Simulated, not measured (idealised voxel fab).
The following process module bears the name voxel air gaps.
Square cells of 5 nm make up the cross-section cut, whose width is 270 nm.
A cross-section in this document is a grid of square cells, and it is written down as bands, the top band listed before the ones below it; a band is made up of one or more rows of cells.
The band entry comprises the height of the band's top followed by the height of its bottom, expressed in nm, and subsequently the band's materials from left to right, each stated together with its width in nm. Where a single material is marked with the word "throughout", that material fills the band from edge to edge. The word "empty" represents empty space.
Convention: height 0 is the level below which the wafer, as received, is all one material. The lowest band does not terminate at the bottom but continues downward, represented as "0 and below".
Think of "30..40" as a width that walks from the first number to the second as you go down the band, top row to bottom row, taking equal-sized steps from row to row.
Given "identical to before" for a step, no cell of the cross-section differs between before and after that step.
Closed empty spaces (no open way to the top) of 8 cells or more are what "Voids, fully enclosed" lists, each as width x height at distance from the left edge, nm for all three.
What comes after the settings on a step's line is commentary from the simulator itself on that step.
If you see "overlay nm" on a step's line and that step has a mask, it's telling you how far right of where it was planned the mask ended up; a negative number means it went left instead.

Intended process steps
1: RECEIVE | material Si
2: CONFORMAL_DEP | material SiO2 | thk nm 15
3: CONFORMAL_DEP | material SiCN | thk nm 5
4: DIRECTIONAL_DEP | material lowk | thk nm 30
5: PATTERN | tone open | mask id LINES | material resist | width nm 25 | pitch nm 50 | thk nm 15 | overlay nm 0
6: DIRECTIONAL_ETCH | etch materials lowk | depth nm 30
7: STRIP | etch materials resist
8: CONFORMAL_DEP | material TiN | thk nm 5
9: FILL_DEP | material W | thk nm 5
10: CMP | height nm 50
11: EPI | material Ru | thk nm 10
12: SELECTIVE_ETCH | etch materials lowk | depth nm 40
13: CONFORMAL_DEP | material SiCN | thk nm 5

Run as planned: first of two wafers

Cross-sectional view of the wafer in its as-received condition, corresponding to the state after step 1
0 and below | Si throughout
Voids, fully enclosed: none

Cross-section of the wafer subsequent to step 2
15 down to 0 | SiO2 throughout
Anything lower than 0 is untouched.

Cross-section of the wafer subsequent to step 3
20 down to 15 | SiCN throughout
Anything lower than 15 is untouched.

Cross-section of the wafer subsequent to step 4
50 down to 20 | lowk throughout
Anything lower than 20 is untouched.

Cross-section of the wafer subsequent to step 5
65 down to 50 | resist=70 | empty=25 | resist=25 | empty=25 | resist=25 | empty=25 | resist=75
Anything lower than 50 is untouched.

Cross-section of the wafer subsequent to step 6
65 down to 50 | resist=70 | empty=25 | resist=25 | empty=25 | resist=25 | empty=25 | resist=75
50 down to 20 | lowk=70 | empty=25 | lowk=25 | empty=25 | lowk=25 | empty=25 | lowk=75
Anything lower than 20 is untouched.

Cross-section of the wafer subsequent to step 7
50 down to 20 | lowk=70 | empty=25 | lowk=25 | empty=25 | lowk=25 | empty=25 | lowk=75
Anything lower than 20 is untouched.

Cross-section of the wafer subsequent to step 8
55 down to 50 | TiN=75 | empty=15 | TiN=35 | empty=15 | TiN=35 | empty=15 | TiN=80
50 down to 25 | lowk=70 | TiN=5 | empty=15 | TiN=5 | lowk=25 | TiN=5 | empty=15 | TiN=5 | lowk=25 | TiN=5 | empty=15 | TiN=5 | lowk=75
25 down to 20 | lowk=70 | TiN=25 | lowk=25 | TiN=25 | lowk=25 | TiN=25 | lowk=75
Anything lower than 20 is untouched.

Cross-section of the wafer subsequent to step 9
60 down to 55 | W throughout
55 down to 50 | TiN=75 | W=15 | TiN=35 | W=15 | TiN=35 | W=15 | TiN=80
50 down to 25 | lowk=70 | TiN=5 | W=15 | TiN=5 | lowk=25 | TiN=5 | W=15 | TiN=5 | lowk=25 | TiN=5 | W=15 | TiN=5 | lowk=75
Anything lower than 25 is untouched.

Cross-section of the wafer subsequent to step 10
50 down to 25 | lowk=70 | TiN=5 | W=15 | TiN=5 | lowk=25 | TiN=5 | W=15 | TiN=5 | lowk=25 | TiN=5 | W=15 | TiN=5 | lowk=75
Anything lower than 25 is untouched.

Cross-section of the wafer subsequent to step 11
60 down to 50 | empty=60 | Ru=45 | empty=5 | Ru=45 | empty=5 | Ru=45 | empty=65
Anything lower than 50 is untouched.

Cross-section of the wafer subsequent to step 12
60 down to 50 | empty=60 | Ru=45 | empty=5 | Ru=45 | empty=5 | Ru=45 | empty=65
50 down to 25 | empty=70 | TiN=5 | W=15 | TiN=5 | empty=25 | TiN=5 | W=15 | TiN=5 | empty=25 | TiN=5 | W=15 | TiN=5 | empty=75
25 down to 20 | empty=70 | TiN=25 | empty=25 | TiN=25 | empty=25 | TiN=25 | empty=75
Anything lower than 20 is untouched.

Cross-section of the wafer subsequent to step 13
65 down to 60 | empty=55 | SiCN=155 | empty=60
60 down to 50 | empty=55 | SiCN=5 | Ru=45 | SiCN=5 | Ru=45 | SiCN=5 | Ru=45 | SiCN=5 | empty=60
50 down to 45 | empty=55 | SiCN=15 | TiN=5 | W=15 | TiN=5 | SiCN=25 | TiN=5 | W=15 | TiN=5 | SiCN=25 | TiN=5 | W=15 | TiN=5 | SiCN=15 | empty=60
45 down to 25 | empty=65 | SiCN=5 | TiN=5 | W=15 | TiN=5 | SiCN=5 | empty=15 | SiCN=5 | TiN=5 | W=15 | TiN=5 | SiCN=5 | empty=15 | SiCN=5 | TiN=5 | W=15 | TiN=5 | SiCN=5 | empty=70
25 down to 20 | SiCN=70 | TiN=25 | SiCN=25 | TiN=25 | SiCN=25 | TiN=25 | SiCN=75
Anything lower than 20 is untouched.
Voids, fully enclosed: 15 x 20 at 100; 15 x 20 at 150

The second wafer began exactly as the first did and followed the same plan, but one mistake was made while running it; through step 2 inclusive, the two wafers are identical

Second wafer: cross-section at the scheduled end of step 3: identical to before

Second wafer: cross-section at the scheduled end of step 4
45 down to 15 | lowk throughout
Anything lower than 15 is untouched.

Second wafer: cross-section at the scheduled end of step 5
60 down to 45 | resist=70 | empty=25 | resist=25 | empty=25 | resist=25 | empty=25 | resist=75
Anything lower than 45 is untouched.

Second wafer: cross-section at the scheduled end of step 6
60 down to 45 | resist=70 | empty=25 | resist=25 | empty=25 | resist=25 | empty=25 | resist=75
45 down to 15 | lowk=70 | empty=25 | lowk=25 | empty=25 | lowk=25 | empty=25 | lowk=75
Anything lower than 15 is untouched.

Second wafer: cross-section at the scheduled end of step 7
45 down to 15 | lowk=70 | empty=25 | lowk=25 | empty=25 | lowk=25 | empty=25 | lowk=75
Anything lower than 15 is untouched.

Second wafer: cross-section at the scheduled end of step 8
50 down to 45 | TiN=75 | empty=15 | TiN=35 | empty=15 | TiN=35 | empty=15 | TiN=80
45 down to 20 | lowk=70 | TiN=5 | empty=15 | TiN=5 | lowk=25 | TiN=5 | empty=15 | TiN=5 | lowk=25 | TiN=5 | empty=15 | TiN=5 | lowk=75
20 down to 15 | lowk=70 | TiN=25 | lowk=25 | TiN=25 | lowk=25 | TiN=25 | lowk=75
Anything lower than 15 is untouched.

Second wafer: cross-section at the scheduled end of step 9
55 down to 50 | W throughout
50 down to 45 | TiN=75 | W=15 | TiN=35 | W=15 | TiN=35 | W=15 | TiN=80
45 down to 20 | lowk=70 | TiN=5 | W=15 | TiN=5 | lowk=25 | TiN=5 | W=15 | TiN=5 | lowk=25 | TiN=5 | W=15 | TiN=5 | lowk=75
Anything lower than 20 is untouched.

Second wafer: cross-section at the scheduled end of step 10
50 down to 45 | TiN=75 | W=15 | TiN=35 | W=15 | TiN=35 | W=15 | TiN=80
Anything lower than 45 is untouched.

Second wafer: cross-section at the scheduled end of step 11
60 down to 50 | Ru throughout
Anything lower than 50 is untouched.

Second wafer: cross-section at the scheduled end of step 12: identical to before

Second wafer: cross-section at the scheduled end of step 13
65 down to 60 | SiCN throughout
Anything lower than 60 is untouched.
Finding, execution versus plan: with respect to the plan, step 3 was omitted and not executed
In the final state, the cell counts of the second wafer exceed or fall short of those of the first for the following materials: 54 more of Ru, 118 fewer of SiCN, 45 more of TiN, 9 more of W, 234 more of lowk
Quick summary for you: first wafer finishes at 2 closed voids, second at 0.
